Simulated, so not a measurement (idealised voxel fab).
process module | voxel trench capacitor
cross-section cut | 250 nm wide | cells 5 nm
A cross-section is a grid of square cells, given in bands from the top down. A band is one or more rows of cells.
Each band's line starts with the height of the band's top and of its bottom, in nm. Then come its materials from left to right, each with its width in nm. One material with "throughout" fills the band from edge to edge. "air" is empty space.
Height 0 is the level under which the wafer as received is all one material. The lowest band goes on downwards, as in "0 down".
A width such as "30 to 40" changes by the same amount from each row of cells to the next, from the band's top row to its bottom row.
"no change" after a step means that no cell of the cross-section changed.
closed voids: empty space of 8 cells or more with no open way to the top, each as width x height at its distance from the left edge, in nm
after a step's settings: what the simulator itself notes on the step
overlay nm, on a step with a mask: how far to the right of its planned place the mask lay; to the left if negative
plan
1 op RECEIVE | material Si
2 op CONFORMAL_DEP | material SiN | thk nm 10
3 op DIRECTIONAL_DEP | material aC | thk nm 15
4 op PATTERN | tone open | mask id TRENCH | material resist | width nm 30 | pitch nm 60 | thk nm 35 | overlay nm 0
5 op DIRECTIONAL_ETCH | etch materials aC | depth nm 15
6 op STRIP | etch materials resist
7 op DIRECTIONAL_ETCH | etch materials SiN | depth nm 10
8 op DIRECTIONAL_ETCH | etch materials Si | depth nm 25
9 op STRIP | etch materials aC
10 op CONFORMAL_DEP | material Al2O3 | thk nm 5
11 op CONFORMAL_DEP | material TiN | thk nm 5
12 op FILL_DEP | material W | thk nm 5
13 op CMP | height nm 10
first wafer, as planned
as received, after step 1
  0 down: Si throughout
  closed voids: none
after step 2
  10 to 0: SiN throughout
  below 0: unchanged
after step 3
  25 to 10: aC throughout
  below 10: unchanged
after step 4
  60 to 25: resist 80 | air 30 | resist 30 | air 30 | resist 80
  below 25: unchanged
after step 5
  45 to 25: resist 80 | air 30 | resist 30 | air 30 | resist 80
  25 to 10: aC 80 | air 30 | aC 30 | air 30 | aC 80
  below 10: unchanged
after step 6
  25 to 10: aC 80 | air 30 | aC 30 | air 30 | aC 80
  below 10: unchanged
after step 7
  25 to 10: aC 80 | air 30 | aC 30 | air 30 | aC 80
  10 to 0: SiN 80 | air 30 | SiN 30 | air 30 | SiN 80
  below 0: unchanged
after step 8
  25 to 10: aC 80 | air 30 | aC 30 | air 30 | aC 80
  10 to 0: SiN 80 | air 30 | SiN 30 | air 30 | SiN 80
  0 to -25: Si 80 | air 30 | Si 30 | air 30 | Si 80
  below -25: unchanged
after step 9
  10 to 0: SiN 80 | air 30 | SiN 30 | air 30 | SiN 80
  below 0: unchanged
after step 10
  15 to 10: Al2O3 85 | air 20 | Al2O3 40 | air 20 | Al2O3 85
  10 to 0: SiN 80 | Al2O3 5 | air 20 | Al2O3 5 | SiN 30 | Al2O3 5 | air 20 | Al2O3 5 | SiN 80
  0 to -20: Si 80 | Al2O3 5 | air 20 | Al2O3 5 | Si 30 | Al2O3 5 | air 20 | Al2O3 5 | Si 80
  -20 to -25: Si 80 | Al2O3 30 | Si 30 | Al2O3 30 | Si 80
  below -25: unchanged
after step 11
  20 to 15: TiN 90 | air 10 | TiN 50 | air 10 | TiN 90
  15 to 10: Al2O3 85 | TiN 5 | air 10 | TiN 5 | Al2O3 40 | TiN 5 | air 10 | TiN 5 | Al2O3 85
  10 to 0: SiN 80 | Al2O3 5 | TiN 5 | air 10 | TiN 5 | Al2O3 5 | SiN 30 | Al2O3 5 | TiN 5 | air 10 | TiN 5 | Al2O3 5 | SiN 80
  0 to -15: Si 80 | Al2O3 5 | TiN 5 | air 10 | TiN 5 | Al2O3 5 | Si 30 | Al2O3 5 | TiN 5 | air 10 | TiN 5 | Al2O3 5 | Si 80
  -15 to -20: Si 80 | Al2O3 5 | TiN 20 | Al2O3 5 | Si 30 | Al2O3 5 | TiN 20 | Al2O3 5 | Si 80
  below -20: unchanged
after step 12
  25 to 20: W throughout
  20 to 15: TiN 90 | W 10 | TiN 50 | W 10 | TiN 90
  15 to 10: Al2O3 85 | TiN 5 | W 10 | TiN 5 | Al2O3 40 | TiN 5 | W 10 | TiN 5 | Al2O3 85
  10 to 0: SiN 80 | Al2O3 5 | TiN 5 | W 10 | TiN 5 | Al2O3 5 | SiN 30 | Al2O3 5 | TiN 5 | W 10 | TiN 5 | Al2O3 5 | SiN 80
  0 to -15: Si 80 | Al2O3 5 | TiN 5 | W 10 | TiN 5 | Al2O3 5 | Si 30 | Al2O3 5 | TiN 5 | W 10 | TiN 5 | Al2O3 5 | Si 80
  below -15: unchanged
after step 13
  10 to 0: SiN 80 | Al2O3 5 | TiN 5 | W 10 | TiN 5 | Al2O3 5 | SiN 30 | Al2O3 5 | TiN 5 | W 10 | TiN 5 | Al2O3 5 | SiN 80
  below 0: unchanged
second wafer: like start, like plan, one mistake. Through step 12 it matches the first wafer
when step 13 should have ended: no change
what went wrong: step 13 was left out
at the end the second wafer has, in cells: 42 more of Al2O3 | 50 more of TiN | 58 more of W
